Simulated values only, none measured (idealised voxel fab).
process module | voxel trench capacitor
cross-section cut | 270 nm wide | cells 5 nm
A cross-section is a grid of square cells, given in bands from the top down. A band is one or more rows of cells.
Each band's line starts with the height of the band's top and of its bottom, in nm. Then come its materials from left to right, each with its width in nm. One material with "throughout" fills the band from edge to edge. "air" is empty space.
Height 0 is the level under which the wafer as received is all one material. The lowest band goes on downwards, as in "0 down".
A width such as "30 to 40" changes by the same amount from each row of cells to the next, from the band's top row to its bottom row.
"no change" after a step means that no cell of the cross-section changed.
closed voids: empty space of 8 cells or more with no open way to the top, each as width x height at its distance from the left edge, in nm
after a step's settings: what the simulator itself notes on the step
overlay nm, on a step with a mask: how far to the right of its planned place the mask lay; to the left if negative
Each pair below shows a cross-section before one step and the cross-section after it, down to the lowest band that changed. The line under each pair gives the step between them, with its settings. The pairs can come from different runs of this module on the same starting wafer, so a pair continues from the pair above only where its "before" says so.
before
  0 down: Si throughout
  closed voids: none
after
  5 to 0: SiN throughout
  below 0: unchanged
  closed voids: none
the step between: op CONFORMAL_DEP | material SiN | thk nm 5
before: the cross-section after the pair above
after
  20 to 5: aC throughout
  below 5: unchanged
  closed voids: none
the step between: op DIRECTIONAL_DEP | material aC | thk nm 15
before: the cross-section after the pair above
after
  55 to 20: resist 100 | air 25 | resist 20 | air 25 | resist 100
  below 20: unchanged
  closed voids: none
the step between: op PATTERN | tone open | mask id TRENCH | material resist | width nm 25 | pitch nm 45 | thk nm 35 | overlay nm 0
before: the cross-section after the pair above
after
  40 to 20: resist 100 | air 25 | resist 20 | air 25 | resist 100
  20 to 5: aC 100 | air 25 | aC 20 | air 25 | aC 100
  below 5: unchanged
  closed voids: none
the step between: op DIRECTIONAL_ETCH | etch materials aC | depth nm 15
before: the cross-section after the pair above
after
  20 to 5: aC 100 | air 25 | aC 20 | air 25 | aC 100
  below 5: unchanged
  closed voids: none
the step between: op STRIP | etch materials resist
before: the cross-section after the pair above
after
  20 to 5: aC 100 | air 25 | aC 20 | air 25 | aC 100
  5 to 0: SiN 100 | air 25 | SiN 20 | air 25 | SiN 100
  below 0: unchanged
  closed voids: none
the step between: op DIRECTIONAL_ETCH | etch materials SiN | depth nm 5
before: the cross-section after the pair above
after
  20 to 5: aC 100 | air 25 | aC 20 | air 25 | aC 100
  5 to 0: SiN 100 | air 25 | SiN 20 | air 25 | SiN 100
  0 to -25: Si 100 | air 25 | Si 20 | air 25 | Si 100
  below -25: unchanged
  closed voids: none
the step between: op DIRECTIONAL_ETCH | etch materials Si | depth nm 25
before: the cross-section after the pair above
after
  5 to 0: SiN 100 | air 25 | SiN 20 | air 25 | SiN 100
  below 0: unchanged
  closed voids: none
the step between: op STRIP | etch materials aC
before: the cross-section after the pair above
after
  10 to 5: Al2O3 105 | air 15 | Al2O3 30 | air 15 | Al2O3 105
  5 to 0: SiN 100 | Al2O3 5 | air 15 | Al2O3 5 | SiN 20 | Al2O3 5 | air 15 | Al2O3 5 | SiN 100
  0 to -20: Si 100 | Al2O3 5 | air 15 | Al2O3 5 | Si 20 | Al2O3 5 | air 15 | Al2O3 5 | Si 100
  -20 to -25: Si 100 | Al2O3 25 | Si 20 | Al2O3 25 | Si 100
  below -25: unchanged
  closed voids: none
the step between: op CONFORMAL_DEP | material Al2O3 | thk nm 5
before: the cross-section after the pair above
after
  15 to 10: polySi throughout
  10 to 5: Al2O3 105 | polySi 15 | Al2O3 30 | polySi 15 | Al2O3 105
  5 to 0: SiN 100 | Al2O3 5 | polySi 15 | Al2O3 5 | SiN 20 | Al2O3 5 | polySi 15 | Al2O3 5 | SiN 100
  0 to -20: Si 100 | Al2O3 5 | polySi 15 | Al2O3 5 | Si 20 | Al2O3 5 | polySi 15 | Al2O3 5 | Si 100
  below -20: unchanged
  closed voids: none
the step between: op FILL_DEP | material polySi | thk nm 5
before: the cross-section after the pair above
after
  5 to 0: SiN 100 | Al2O3 5 | polySi 15 | Al2O3 5 | SiN 20 | Al2O3 5 | polySi 15 | Al2O3 5 | SiN 100
  below 0: unchanged
  closed voids: none
the step between: op CMP | height nm 5
before
  20 to 5: aC 100 | air 25 | aC 20 | air 25 | aC 100
  5 to 0: SiN 100 | air 25 | SiN 20 | air 25 | SiN 100
  0 to -25: Si 100 | air 25 | Si 20 | air 25 | Si 100
  -25 down: Si throughout
  closed voids: none
after
  25 to 20: Al2O3 105 | air 15 | Al2O3 30 | air 15 | Al2O3 105
  20 to 5: aC 100 | Al2O3 5 | air 15 | Al2O3 5 | aC 20 | Al2O3 5 | air 15 | Al2O3 5 | aC 100
  5 to 0: SiN 100 | Al2O3 5 | air 15 | Al2O3 5 | SiN 20 | Al2O3 5 | air 15 | Al2O3 5 | SiN 100
  0 to -20: Si 100 | Al2O3 5 | air 15 | Al2O3 5 | Si 20 | Al2O3 5 | air 15 | Al2O3 5 | Si 100
  -20 to -25: Si 100 | Al2O3 25 | Si 20 | Al2O3 25 | Si 100
  below -25: unchanged
  closed voids: none
the step between: op CONFORMAL_DEP | material Al2O3 | thk nm 5
before: the cross-section after the pair above
after
  30 to 25: polySi throughout
  25 to 20: Al2O3 105 | polySi 15 | Al2O3 30 | polySi 15 | Al2O3 105
  20 to 5: aC 100 | Al2O3 5 | polySi 15 | Al2O3 5 | aC 20 | Al2O3 5 | polySi 15 | Al2O3 5 | aC 100
  5 to 0: SiN 100 | Al2O3 5 | polySi 15 | Al2O3 5 | SiN 20 | Al2O3 5 | polySi 15 | Al2O3 5 | SiN 100
  0 to -20: Si 100 | Al2O3 5 | polySi 15 | Al2O3 5 | Si 20 | Al2O3 5 | polySi 15 | Al2O3 5 | Si 100
  below -20: unchanged
  closed voids: none
the step between: op FILL_DEP | material polySi | thk nm 5
before: the cross-section after the pair above
after
  5 to 0: SiN 100 | Al2O3 5 | polySi 15 | Al2O3 5 | SiN 20 | Al2O3 5 | polySi 15 | Al2O3 5 | SiN 100
  below 0: unchanged
  closed voids: none
the step between: op CMP | height nm 5
before
  20 to 5: aC 100 | air 25 | aC 20 | air 25 | aC 100
  5 to 0: SiN 100 | air 25 | SiN 20 | air 25 | SiN 100
  0 to -25: Si 100 | air 25 | Si 20 | air 25 | Si 100
  -25 down: Si throughout
  closed voids: none
after
  20 to 5: aC 100 | air 25 | aC 20 | air 25 | aC 100
  5 to 0: SiN 100 | air 25 | SiN 20 | air 25 | SiN 100
  0 to -50: Si 100 | air 25 | Si 20 | air 25 | Si 100
  below -50: unchanged
  closed voids: none
the step between: op DIRECTIONAL_ETCH | etch materials Si | depth nm 25
before: the cross-section after the pair above
after
  5 to 0: SiN 100 | air 25 | SiN 20 | air 25 | SiN 100
  below 0: unchanged
  closed voids: none
the step between: op STRIP | etch materials aC
before: the cross-section after the pair above
after
  10 to 5: Al2O3 105 | air 15 | Al2O3 30 | air 15 | Al2O3 105
  5 to 0: SiN 100 | Al2O3 5 | air 15 | Al2O3 5 | SiN 20 | Al2O3 5 | air 15 | Al2O3 5 | SiN 100
  0 to -45: Si 100 | Al2O3 5 | air 15 | Al2O3 5 | Si 20 | Al2O3 5 | air 15 | Al2O3 5 | Si 100
  -45 to -50: Si 100 | Al2O3 25 | Si 20 | Al2O3 25 | Si 100
  below -50: unchanged
  closed voids: none
the step between: op CONFORMAL_DEP | material Al2O3 | thk nm 5
before: the cross-section after the pair above
after
  15 to 10: polySi throughout
  10 to 5: Al2O3 105 | polySi 15 | Al2O3 30 | polySi 15 | Al2O3 105
  5 to 0: SiN 100 | Al2O3 5 | polySi 15 | Al2O3 5 | SiN 20 | Al2O3 5 | polySi 15 | Al2O3 5 | SiN 100
  0 to -45: Si 100 | Al2O3 5 | polySi 15 | Al2O3 5 | Si 20 | Al2O3 5 | polySi 15 | Al2O3 5 | Si 100
  below -45: unchanged
  closed voids: none
the step between: op FILL_DEP | material polySi | thk nm 5
before: the cross-section after the pair above
after
  5 to 0: SiN 100 | Al2O3 5 | polySi 15 | Al2O3 5 | SiN 20 | Al2O3 5 | polySi 15 | Al2O3 5 | SiN 100
  below 0: unchanged
  closed voids: none
the step between: op CMP | height nm 5
before
  20 to 5: aC 100 | air 25 | aC 20 | air 25 | aC 100
  5 to 0: SiN 100 | air 25 | SiN 20 | air 25 | SiN 100
  0 down: Si throughout
  closed voids: none
after
  5 to 0: SiN 100 | air 25 | SiN 20 | air 25 | SiN 100
  below 0: unchanged
  closed voids: none
the step between: op STRIP | etch materials aC
before: the cross-section after the pair above
after
  5 to 0: SiN 100 | air 25 | SiN 20 | air 25 | SiN 100
  0 to -25: Si 100 | air 25 | Si 20 | air 25 | Si 100
  below -25: unchanged
  closed voids: none
the step between: op DIRECTIONAL_ETCH | etch materials Si | depth nm 25
before
  20 to 5: aC 100 | air 25 | aC 20 | air 25 | aC 100
  5 to 0: SiN 100 | air 25 | SiN 20 | air 25 | SiN 100
  0 down: Si throughout
  closed voids: none
after
  20 to 5: aC 100 | air 25 | aC 20 | air 25 | aC 100
  5 to 0: SiN 100 | air 25 | SiN 20 | air 25 | SiN 100
  0 to -35: Si 100 | air 25 | Si 20 | air 25 | Si 100
  below -35: unchanged
  closed voids: none
the step between: op DIRECTIONAL_ETCH | etch materials Si | depth nm 35
before: the cross-section after the pair above
after
  5 to 0: SiN 100 | air 25 | SiN 20 | air 25 | SiN 100
  below 0: unchanged
  closed voids: none
the step between: op STRIP | etch materials aC
before: the cross-section after the pair above
after
  10 to 5: Al2O3 105 | air 15 | Al2O3 30 | air 15 | Al2O3 105
  5 to 0: SiN 100 | Al2O3 5 | air 15 | Al2O3 5 | SiN 20 | Al2O3 5 | air 15 | Al2O3 5 | SiN 100
  0 to -30: Si 100 | Al2O3 5 | air 15 | Al2O3 5 | Si 20 | Al2O3 5 | air 15 | Al2O3 5 | Si 100
  -30 to -35: Si 100 | Al2O3 25 | Si 20 | Al2O3 25 | Si 100
  below -35: unchanged
  closed voids: none
the step between: op CONFORMAL_DEP | material Al2O3 | thk nm 5
before: the cross-section after the pair above
after
  15 to 10: polySi throughout
  10 to 5: Al2O3 105 | polySi 15 | Al2O3 30 | polySi 15 | Al2O3 105
  5 to 0: SiN 100 | Al2O3 5 | polySi 15 | Al2O3 5 | SiN 20 | Al2O3 5 | polySi 15 | Al2O3 5 | SiN 100
  0 to -30: Si 100 | Al2O3 5 | polySi 15 | Al2O3 5 | Si 20 | Al2O3 5 | polySi 15 | Al2O3 5 | Si 100
  below -30: unchanged
  closed voids: none
the step between: op FILL_DEP | material polySi | thk nm 5
before: the cross-section after the pair above
after
  5 to 0: SiN 100 | Al2O3 5 | polySi 15 | Al2O3 5 | SiN 20 | Al2O3 5 | polySi 15 | Al2O3 5 | SiN 100
  below 0: unchanged
  closed voids: none
the step between: op CMP | height nm 5
before
  20 to 5: aC throughout
  5 to 0: SiN throughout
  0 down: Si throughout
  closed voids: none
after
  55 to 20: resist 105 | air 15 | resist 30 | air 15 | resist 105
  below 20: unchanged
  closed voids: none
the step between: op PATTERN | tone open | mask id TRENCH | material resist | width nm 15 | pitch nm 45 | thk nm 35 | overlay nm 0
before: the cross-section after the pair above
after
  40 to 20: resist 105 | air 15 | resist 30 | air 15 | resist 105
  20 to 5: aC 105 | air 15 | aC 30 | air 15 | aC 105
  below 5: unchanged
  closed voids: none
the step between: op DIRECTIONAL_ETCH | etch materials aC | depth nm 15
before: the cross-section after the pair above
after
  20 to 5: aC 105 | air 15 | aC 30 | air 15 | aC 105
  below 5: unchanged
  closed voids: none
the step between: op STRIP | etch materials resist
before: the cross-section after the pair above
after
  20 to 5: aC 105 | air 15 | aC 30 | air 15 | aC 105
  5 to 0: SiN 105 | air 15 | SiN 30 | air 15 | SiN 105
  below 0: unchanged
  closed voids: none
the step between: op DIRECTIONAL_ETCH | etch materials SiN | depth nm 5
before: the cross-section after the pair above
after
  20 to 5: aC 105 | air 15 | aC 30 | air 15 | aC 105
  5 to 0: SiN 105 | air 15 | SiN 30 | air 15 | SiN 105
  0 to -25: Si 105 | air 15 | Si 30 | air 15 | Si 105
  below -25: unchanged
  closed voids: none
the step between: op DIRECTIONAL_ETCH | etch materials Si | depth nm 25
before: the cross-section after the pair above
after
  5 to 0: SiN 105 | air 15 | SiN 30 | air 15 | SiN 105
  below 0: unchanged
  closed voids: none
the step between: op STRIP | etch materials aC
before: the cross-section after the pair above
after
  10 to 5: Al2O3 110 | air 5 | Al2O3 40 | air 5 | Al2O3 110
  5 to 0: SiN 105 | Al2O3 5 | air 5 | Al2O3 5 | SiN 30 | Al2O3 5 | air 5 | Al2O3 5 | SiN 105
  0 to -20: Si 105 | Al2O3 5 | air 5 | Al2O3 5 | Si 30 | Al2O3 5 | air 5 | Al2O3 5 | Si 105
  -20 to -25: Si 105 | Al2O3 15 | Si 30 | Al2O3 15 | Si 105
  below -25: unchanged
  closed voids: none
the step between: op CONFORMAL_DEP | material Al2O3 | thk nm 5
before: the cross-section after the pair above
after
  15 to 10: polySi throughout
  10 to 5: Al2O3 110 | polySi 5 | Al2O3 40 | polySi 5 | Al2O3 110
  5 to 0: SiN 105 | Al2O3 5 | polySi 5 | Al2O3 5 | SiN 30 | Al2O3 5 | polySi 5 | Al2O3 5 | SiN 105
  0 to -20: Si 105 | Al2O3 5 | polySi 5 | Al2O3 5 | Si 30 | Al2O3 5 | polySi 5 | Al2O3 5 | Si 105
  below -20: unchanged
  closed voids: none
the step between: op FILL_DEP | material polySi | thk nm 5
before: the cross-section after the pair above
after
  5 to 0: SiN 105 | Al2O3 5 | polySi 5 | Al2O3 5 | SiN 30 | Al2O3 5 | polySi 5 | Al2O3 5 | SiN 105
  below 0: unchanged
  closed voids: none
the step between: op CMP | height nm 5
before
  20 to 5: aC throughout
  5 to 0: SiN throughout
  0 down: Si throughout
  closed voids: none
after
  55 to 20: resist 105 | air 25 | resist 20 | air 25 | resist 95
  below 20: unchanged
  closed voids: none
the step between: op PATTERN | tone open | mask id TRENCH | material resist | width nm 25 | pitch nm 45 | thk nm 35 | overlay nm 5
before: the cross-section after the pair above
after
  40 to 20: resist 105 | air 25 | resist 20 | air 25 | resist 95
  20 to 5: aC 105 | air 25 | aC 20 | air 25 | aC 95
  below 5: unchanged
  closed voids: none
the step between: op DIRECTIONAL_ETCH | etch materials aC | depth nm 15
before: the cross-section after the pair above
after
  20 to 5: aC 105 | air 25 | aC 20 | air 25 | aC 95
  below 5: unchanged
  closed voids: none
the step between: op STRIP | etch materials resist
before: the cross-section after the pair above
after
  20 to 5: aC 105 | air 25 | aC 20 | air 25 | aC 95
  5 to 0: SiN 105 | air 25 | SiN 20 | air 25 | SiN 95
  below 0: unchanged
  closed voids: none
the step between: op DIRECTIONAL_ETCH | etch materials SiN | depth nm 5
before: the cross-section after the pair above
after
  20 to 5: aC 105 | air 25 | aC 20 | air 25 | aC 95
  5 to 0: SiN 105 | air 25 | SiN 20 | air 25 | SiN 95
  0 to -25: Si 105 | air 25 | Si 20 | air 25 | Si 95
  below -25: unchanged
  closed voids: none
the step between: op DIRECTIONAL_ETCH | etch materials Si | depth nm 25
before: the cross-section after the pair above
after
  5 to 0: SiN 105 | air 25 | SiN 20 | air 25 | SiN 95
  below 0: unchanged
  closed voids: none
the step between: op STRIP | etch materials aC
before: the cross-section after the pair above
after
  10 to 5: Al2O3 110 | air 15 | Al2O3 30 | air 15 | Al2O3 100
  5 to 0: SiN 105 | Al2O3 5 | air 15 | Al2O3 5 | SiN 20 | Al2O3 5 | air 15 | Al2O3 5 | SiN 95
  0 to -20: Si 105 | Al2O3 5 | air 15 | Al2O3 5 | Si 20 | Al2O3 5 | air 15 | Al2O3 5 | Si 95
  -20 to -25: Si 105 | Al2O3 25 | Si 20 | Al2O3 25 | Si 95
  below -25: unchanged
  closed voids: none
the step between: op CONFORMAL_DEP | material Al2O3 | thk nm 5
before: the cross-section after the pair above
after
  15 to 10: polySi throughout
  10 to 5: Al2O3 110 | polySi 15 | Al2O3 30 | polySi 15 | Al2O3 100
  5 to 0: SiN 105 | Al2O3 5 | polySi 15 | Al2O3 5 | SiN 20 | Al2O3 5 | polySi 15 | Al2O3 5 | SiN 95
  0 to -20: Si 105 | Al2O3 5 | polySi 15 | Al2O3 5 | Si 20 | Al2O3 5 | polySi 15 | Al2O3 5 | Si 95
  below -20: unchanged
  closed voids: none
the step between: op FILL_DEP | material polySi | thk nm 5
before: the cross-section after the pair above
after
  5 to 0: SiN 105 | Al2O3 5 | polySi 15 | Al2O3 5 | SiN 20 | Al2O3 5 | polySi 15 | Al2O3 5 | SiN 95
  below 0: unchanged
  closed voids: none
the step between: op CMP | height nm 5
before
  10 to 5: Al2O3 105 | air 15 | Al2O3 30 | air 15 | Al2O3 105
  5 to 0: SiN 100 | Al2O3 5 | air 15 | Al2O3 5 | SiN 20 | Al2O3 5 | air 15 | Al2O3 5 | SiN 100
  0 to -20: Si 100 | Al2O3 5 | air 15 | Al2O3 5 | Si 20 | Al2O3 5 | air 15 | Al2O3 5 | Si 100
  -20 to -25: Si 100 | Al2O3 25 | Si 20 | Al2O3 25 | Si 100
  -25 down: Si throughout
  closed voids: none
after
  15 to 10: SiN throughout
  10 to 5: Al2O3 105 | SiN 15 | Al2O3 30 | SiN 15 | Al2O3 105
  5 to 0: SiN 100 | Al2O3 5 | SiN 15 | Al2O3 5 | SiN 20 | Al2O3 5 | SiN 15 | Al2O3 5 | SiN 100
  0 to -20: Si 100 | Al2O3 5 | SiN 15 | Al2O3 5 | Si 20 | Al2O3 5 | SiN 15 | Al2O3 5 | Si 100
  below -20: unchanged
  closed voids: none
the step between: op FILL_DEP | material SiN | thk nm 5
before: the cross-section after the pair above
after
  5 to 0: SiN 100 | Al2O3 5 | SiN 15 | Al2O3 5 | SiN 20 | Al2O3 5 | SiN 15 | Al2O3 5 | SiN 100
  below 0: unchanged
  closed voids: none
the step between: op CMP | height nm 5
before
  20 to 5: aC throughout
  5 to 0: SiN throughout
  0 down: Si throughout
  closed voids: none
after
  55 to 20: air 100 | resist 25 | air 20 | resist 25 | air 100
  below 20: unchanged
  closed voids: none
the step between: op PATTERN | tone cover | mask id TRENCH | material resist | width nm 25 | pitch nm 45 | thk nm 35 | overlay nm 0
before: the cross-section after the pair above
after
  40 to 20: air 100 | resist 25 | air 20 | resist 25 | air 100
  20 to 5: air 100 | aC 25 | air 20 | aC 25 | air 100
  below 5: unchanged
  closed voids: none
the step between: op DIRECTIONAL_ETCH | etch materials aC | depth nm 15
before: the cross-section after the pair above
after
  20 to 5: air 100 | aC 25 | air 20 | aC 25 | air 100
  below 5: unchanged
  closed voids: none
the step between: op STRIP | etch materials resist
before: the cross-section after the pair above
after
  20 to 5: air 100 | aC 25 | air 20 | aC 25 | air 100
  5 to 0: air 100 | SiN 25 | air 20 | SiN 25 | air 100
  below 0: unchanged
  closed voids: none
the step between: op DIRECTIONAL_ETCH | etch materials SiN | depth nm 5
before: the cross-section after the pair above
after
  20 to 5: air 100 | aC 25 | air 20 | aC 25 | air 100
  5 to 0: air 100 | SiN 25 | air 20 | SiN 25 | air 100
  0 to -25: air 100 | Si 25 | air 20 | Si 25 | air 100
  below -25: unchanged
  closed voids: none
the step between: op DIRECTIONAL_ETCH | etch materials Si | depth nm 25
before: the cross-section after the pair above
after
  5 to 0: air 100 | SiN 25 | air 20 | SiN 25 | air 100
  below 0: unchanged
  closed voids: none
the step between: op STRIP | etch materials aC
before: the cross-section after the pair above
after
  10 to 5: air 95 | Al2O3 35 | air 10 | Al2O3 35 | air 95
  5 to 0: air 95 | Al2O3 5 | SiN 25 | Al2O3 5 | air 10 | Al2O3 5 | SiN 25 | Al2O3 5 | air 95
  0 to -20: air 95 | Al2O3 5 | Si 25 | Al2O3 5 | air 10 | Al2O3 5 | Si 25 | Al2O3 5 | air 95
  -20 to -25: Al2O3 100 | Si 25 | Al2O3 20 | Si 25 | Al2O3 100
  below -25: unchanged
  closed voids: none
the step between: op CONFORMAL_DEP | material Al2O3 | thk nm 5
before: the cross-section after the pair above
after
  15 to 10: polySi throughout
  10 to 5: polySi 95 | Al2O3 35 | polySi 10 | Al2O3 35 | polySi 95
  5 to 0: polySi 95 | Al2O3 5 | SiN 25 | Al2O3 5 | polySi 10 | Al2O3 5 | SiN 25 | Al2O3 5 | polySi 95
  0 to -20: polySi 95 | Al2O3 5 | Si 25 | Al2O3 5 | polySi 10 | Al2O3 5 | Si 25 | Al2O3 5 | polySi 95
  below -20: unchanged
  closed voids: none
the step between: op FILL_DEP | material polySi | thk nm 5
before: the cross-section after the pair above
after
  5 to 0: polySi 95 | Al2O3 5 | SiN 25 | Al2O3 5 | polySi 10 | Al2O3 5 | SiN 25 | Al2O3 5 | polySi 95
  below 0: unchanged
  closed voids: none
the step between: op CMP | height nm 5
